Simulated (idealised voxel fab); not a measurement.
The name of this process module is voxel double patterning.
Shown is cross-section cut, with a width of 245 nm and square cells of size 5 nm.
Reading order for cross-sections: top band down to bottom band. Underlying form: a grid of square cells. Band size: one or more rows of cells. In this notation a band is specified by the heights of its top and bottom, in that order and in nm, after which its materials appear from left to right, each paired with its width in nm. The word "edge to edge" attached to a single material means that material fills the band from edge to edge; the word "air" stands for empty space. We count height from 0. Below that, the starting wafer is all one material. The lowest band never ends at the bottom but goes on down; see "0 down" for how that is written. Graded width ("30 to 40"): value in top row of band = first number; value in bottom row = second number; row-to-row change constant. No cell of the cross-section changed in a step that is given as "changes: none". Voids not open to the top, 8 cells minimum: see "Closed voids list". Written width x height at distance; distance is from the left edge; nm. Whatever follows a step's settings on its line is a remark the simulator itself makes about that step. The "overlay nm" setting may appear on a step's line; for a step that uses a mask, it gives how far to the right of its planned position the mask lay, and a negative value indicates the left.
The following list gives the planned process steps:
1: RECEIVE: material Si
2: CONFORMAL_DEP: material SiO2, thk nm 10
3: DIRECTIONAL_DEP: material W, thk nm 15
4: DIRECTIONAL_DEP: material SiN, thk nm 5
5: PATTERN: tone open, mask id FIRST, material resist, width nm 15, pitch nm 50, thk nm 20, overlay nm 0
6: DIRECTIONAL_ETCH: etch materials SiN, depth nm 5
7: STRIP: etch materials resist
8: MASKED_ETCH: tone open, mask id SECOND, width nm 15, etch materials SiN, depth nm 5, overlay nm 0
9: DIRECTIONAL_ETCH: etch materials W, depth nm 15
10: STRIP: etch materials SiN
Incoming wafer, cross-sectional view, post step 1:
0 down | Si edge to edge
Closed voids list: none
First of two wafers: cross-section at end of module, run per plan:
25 to 10 | W 90, then air 15, then W 10, then air 15, then W 10, then air 15, then W 90
10 to 0 | SiO2 edge to edge
0 down | Si edge to edge
Closed voids list: none
End of module, second wafer, cross-section. Started like the first, planned like the first, run with one mistake:
40 to 25 | W 90, then air 15, then W 10, then air 15, then W 10, then air 15, then W 90
25 to 10 | W edge to edge
10 to 0 | SiO2 edge to edge
0 down | Si edge to edge
Closed voids list: none
Deviation from plan: step 3 in the plan was executed twice
FYI, end of process, the second wafer has more or fewer cells of some materials than the first: +147 W
